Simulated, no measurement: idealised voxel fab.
A process module follows: voxel self aligned vias.
Shown is cross-section cut, with a width of 295 nm and square cells of size 5 nm.
This document writes a cross-section as a grid whose cells are square, and gives it as bands, listed from the top down; one or more rows of cells form a band.
For a band, the entry starts with two heights in nm, that of the top and then that of the bottom, and carries on with the band's materials in order from left to right, each alongside its width in nm; the word "full width" beside a single material means it fills the band edge to edge, and "empty" means empty space.
A quick word on heights: they are counted from 0, and under that level the wafer as it came to us is one material throughout. The lowest band is different from the rest in having no bottom; it simply continues downward, written as in "from 0 down".
Per-row width for "30 to 40": begins at first number (top row of band), ends at second number (bottom row), increment between rows held constant.
The designation "nothing altered", where it is given for a processing step, indicates that no cell of the cross-section was altered in the course of that step.
Enclosed voids (no open way to top), threshold 8 cells or more, entry "Non-vented voids", notation width x height at distance, distance from left edge, nm.
Anything after a step's settings on that line? It's the simulator's own note about the step.
What "overlay nm" on a step's line means: if the step has a mask, that mask lay this far to the right of its planned place, or, when the value is negative, to the left.

Planned process steps
1 RECEIVE | material Si
2 CONFORMAL_DEP | material SiO2 | thk nm 15
3 CONFORMAL_DEP | material SiCN | thk nm 5
4 DIRECTIONAL_DEP | material lowk | thk nm 25
5 MASKED_ETCH | tone open | mask id LINES | width nm 20 | pitch nm 70 | etch materials lowk | depth nm 25 | overlay nm 0
6 CONFORMAL_DEP | material TiN | thk nm 5
7 FILL_DEP | material W | thk nm 10
8 CMP | height nm 45
9 SELECTIVE_ETCH | etch materials W Ru TiN | depth nm 10
10 FILL_DEP | material SiN | thk nm 5
11 CMP | height nm 45
12 DIRECTIONAL_DEP | material lowk | thk nm 20
13 DIRECTIONAL_DEP | material aC | thk nm 15
14 PATTERN | tone open | mask id VIAS | material resist | width nm 40 | pitch nm 70 | thk nm 35 | overlay nm 0
15 DIRECTIONAL_ETCH | etch materials aC | depth nm 15
16 STRIP | etch materials resist
17 DIRECTIONAL_ETCH | etch materials lowk | depth nm 20
18 DIRECTIONAL_ETCH | etch materials SiN | depth nm 10
19 STRIP | etch materials aC
20 CONFORMAL_DEP | material TiN | thk nm 5
21 FILL_DEP | material Cu | thk nm 10
22 CMP | height nm 65
23 CONFORMAL_DEP | material SiCN | thk nm 5
Quick note for whoever runs this: the wafers start identical, but the thk nm at step 3 isn't the same across them. The plan just shows what the first wafer had.

First of several wafers (as received, post step 1), cross-sectional view
from 0 down = Si full width
Non-vented voids: none

wafer rows; end of module; cells per material since receipt: (+) gained, (-) lost; then closed voids
thk nm 5 | +66 Cu | +118 SiCN | +177 SiO2 | +78 TiN | +12 W | +375 lowk | Non-vented voids: none
thk nm 10 | +66 Cu | +177 SiCN | +177 SiO2 | +72 TiN | +6 W | +328 lowk | Non-vented voids: none
thk nm 15 | +66 Cu | +236 SiCN | +177 SiO2 | +66 TiN | +281 lowk | Non-vented voids: none
thk nm 20 | +66 Cu | +295 SiCN | +177 SiO2 | +54 TiN | +234 lowk | Non-vented voids: none
